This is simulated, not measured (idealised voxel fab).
Module name: voxel wiring stack (process module)
245 nm wide, 5 nm square cells: that's cross-section cut.
Cross-section layout: square cells on a grid; listed as bands, top to bottom; a band spans one or more cell rows.
The band entry comprises the height of the band's top followed by the height of its bottom, expressed in nm, and subsequently the band's materials from left to right, each stated together with its width in nm. Where a single material is marked with the word "throughout", that material fills the band from edge to edge. The word "empty" represents empty space.
The level at which height equals 0 is the one under which the wafer, as it arrives, is entirely one material. No lower edge exists for the bottom band, which continues downward and is notated as in "z 0 and below".
Width spec "30 to 40" -> top row of cells at first value, bottom row at second value, equal per-row change in between.
It should be understood that the words "everything unchanged", when stated for a given step, signify that the cross-section underwent no change in any of its cells during that step.
The label "Completely enclosed voids" introduces a list of the empty spaces, 8 cells or larger, that have no open way up to the top; each entry in it reads width x height at distance, where the distance is taken from the left edge and all three are stated in nm.
after a step's settings: what the simulator itself notes on the step
overlay nm: mask offset rightward from planned place, masked step; negative means leftward offset.

Intended process steps:
1) RECEIVE, material Si
2) CONFORMAL_DEP, material SiO2, thk nm 10
3) CONFORMAL_DEP, material SiN, thk nm 5
4) DIRECTIONAL_DEP, material lowk, thk nm 20
5) PATTERN, tone open, mask id METAL_1, material resist, width nm 30, pitch nm 45, thk nm 15, overlay nm 0
6) DIRECTIONAL_ETCH, etch materials lowk, depth nm 20
7) DIRECTIONAL_ETCH, etch materials SiN, depth nm 5
8) STRIP, etch materials resist
9) CONFORMAL_DEP, material TiN, thk nm 5
10) FILL_DEP, material Ru, thk nm 5
11) CMP, height nm 35
12) EPI, material Ru, thk nm 5
13) FILL_DEP, material SiCN, thk nm 5
14) DIRECTIONAL_DEP, material lowk, thk nm 35
15) DIRECTIONAL_DEP, material aC, thk nm 10
16) PATTERN, tone open, mask id METAL_2, material resist, width nm 30, pitch nm 45, thk nm 25, overlay nm 0
17) DIRECTIONAL_ETCH, etch materials aC, depth nm 10
18) STRIP, etch materials resist
19) DIRECTIONAL_ETCH, etch materials lowk, depth nm 20
20) STRIP, etch materials aC
21) DIRECTIONAL_DEP, material aC, thk nm 10
22) PATTERN, tone open, mask id METAL_2_HOLES, material resist, width nm 15, thk nm 30, overlay nm 0
23) DIRECTIONAL_ETCH, etch materials aC, depth nm 10
24) STRIP, etch materials resist
25) DIRECTIONAL_ETCH, etch materials lowk, depth nm 15
26) DIRECTIONAL_ETCH, etch materials SiCN, depth nm 5
27) STRIP, etch materials aC
28) CONFORMAL_DEP, material TiN, thk nm 5
29) FILL_DEP, material Cu, thk nm 5
30) CMP, height nm 80
31) CONFORMAL_DEP, material SiCN, thk nm 5

So this is the incoming wafer in cross-section - it's already been through step 1:
  z 0 and below = Si throughout
  Completely enclosed voids: none

Sectioned view, first of two wafers, at the close of the module, processed as intended in the plan:
  z 85 to 80 = SiCN throughout
  z 80 to 65 = lowk 85, TiN 5, Cu 20, TiN 5, lowk 15, TiN 5, Cu 20, TiN 5, lowk 85
  z 65 to 60 = lowk 85, TiN 5, Cu 5, TiN 20, lowk 15, TiN 30, lowk 85
  z 60 to 45 = lowk 85, TiN 5, Cu 5, TiN 5, lowk 145
  z 45 to 40 = SiCN 85, TiN 15, SiCN 145
  z 40 to 35 = SiCN 80, Ru 40, SiCN 5, Ru 40, SiCN 80
  z 35 to 15 = lowk 85, TiN 5, Ru 20, TiN 5, lowk 15, TiN 5, Ru 20, TiN 5, lowk 85
  z 15 to 10 = SiN 85, TiN 30, SiN 15, TiN 30, SiN 85
  z 10 to 0 = SiO2 throughout
  z 0 and below = Si throughout
  Completely enclosed voids: none

Second wafer through the module, sectioned at the end: same beginning and same plan as the first wafer, with one mistake in carrying it out:
  z 85 to 80 = SiCN throughout
  z 80 to 75 = Cu 75, TiN 15, Cu 20, TiN 25, Cu 20, TiN 15, Cu 75
  z 75 to 70 = TiN 80, lowk 5, TiN 5, Cu 20, TiN 5, lowk 5, TiN 5, lowk 5, TiN 5, Cu 20, TiN 5, lowk 5, TiN 80
  z 70 to 60 = lowk 85, TiN 5, Cu 20, TiN 5, lowk 15, TiN 5, Cu 20, TiN 5, lowk 85
  z 60 to 55 = lowk 85, TiN 5, Cu 5, TiN 20, lowk 15, TiN 30, lowk 85
  z 55 to 45 = lowk 85, TiN 5, Cu 5, TiN 5, lowk 145
  z 45 to 40 = lowk 85, TiN 15, lowk 145
  z 40 to 35 = lowk 80, Ru 40, lowk 5, Ru 40, lowk 80
  z 35 to 15 = lowk 85, TiN 5, Ru 20, TiN 5, lowk 15, TiN 5, Ru 20, TiN 5, lowk 85
  z 15 to 10 = SiN 85, TiN 30, SiN 15, TiN 30, SiN 85
  z 10 to 0 = SiO2 throughout
  z 0 and below = Si throughout
  Completely enclosed voids: none
The plan and the run diverged here: plan step 13 was not performed, having been skipped
Wrapping up, a cell-based count of both wafers puts the second over or under the first for these materials: Cu: 37 more, SiCN: 79 fewer, TiN: 42 more
